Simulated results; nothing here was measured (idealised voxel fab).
process module | voxel trench capacitor
cross-section cut | 270 nm wide | cells 5 nm
A cross-section is a grid of square cells, given in bands from the top down. A band is one or more rows of cells.
Each band's line starts with the height of the band's top and of its bottom, in nm. Then come its materials from left to right, each with its width in nm. One material with "throughout" fills the band from edge to edge. "air" is empty space.
Height 0 is the level under which the wafer as received is all one material. The lowest band goes on downwards, as in "0 down".
A width such as "30 to 40" changes by the same amount from each row of cells to the next, from the band's top row to its bottom row.
"no change" after a step means that no cell of the cross-section changed.
closed voids: empty space of 8 cells or more with no open way to the top, each as width x height at its distance from the left edge, in nm
after a step's settings: what the simulator itself notes on the step
overlay nm, on a step with a mask: how far to the right of its planned place the mask lay; to the left if negative
plan
1 op RECEIVE | material Si
2 op CONFORMAL_DEP | material SiN | thk nm 5
3 op MASKED_ETCH | tone open | mask id TRENCH | width nm 15 | pitch nm 40 | etch materials SiN | depth nm 5 | overlay nm 0
4 op MASKED_ETCH | tone open | mask id TRENCH | width nm 15 | pitch nm 40 | etch materials Si | depth nm 30 | overlay nm 0
5 op CONFORMAL_DEP | material Al2O3 | thk nm 5
6 op FILL_DEP | material polySi | thk nm 10
7 op CMP | height nm 5
as received, after step 1
  0 down: Si throughout
  closed voids: none
first wafer at the end, as planned
  5 to 0: SiN 85 | Al2O3 5 | polySi 5 | Al2O3 5 | SiN 25 | Al2O3 5 | polySi 5 | Al2O3 5 | SiN 25 | Al2O3 5 | polySi 5 | Al2O3 5 | SiN 90
  0 to -25: Si 85 | Al2O3 5 | polySi 5 | Al2O3 5 | Si 25 | Al2O3 5 | polySi 5 | Al2O3 5 | Si 25 | Al2O3 5 | polySi 5 | Al2O3 5 | Si 90
  -25 to -30: Si 85 | Al2O3 15 | Si 25 | Al2O3 15 | Si 25 | Al2O3 15 | Si 90
  -30 down: Si throughout
  closed voids: none
second wafer at the end: like start, like plan, one mistake
  5 to 0: SiN 85 | Al2O3 5 | polySi 5 | Al2O3 5 | SiN 25 | Al2O3 5 | polySi 5 | Al2O3 5 | SiN 25 | Al2O3 5 | polySi 5 | Al2O3 5 | SiN 90
  0 to -55: Si 85 | Al2O3 5 | polySi 5 | Al2O3 5 | Si 25 | Al2O3 5 | polySi 5 | Al2O3 5 | Si 25 | Al2O3 5 | polySi 5 | Al2O3 5 | Si 90
  -55 to -60: Si 85 | Al2O3 15 | Si 25 | Al2O3 15 | Si 25 | Al2O3 15 | Si 90
  -60 down: Si throughout
  closed voids: none
what went wrong: step 4 was run twice
at the end the second wafer has, in cells: 36 more of Al2O3 | 54 fewer of Si | 18 more of polySi
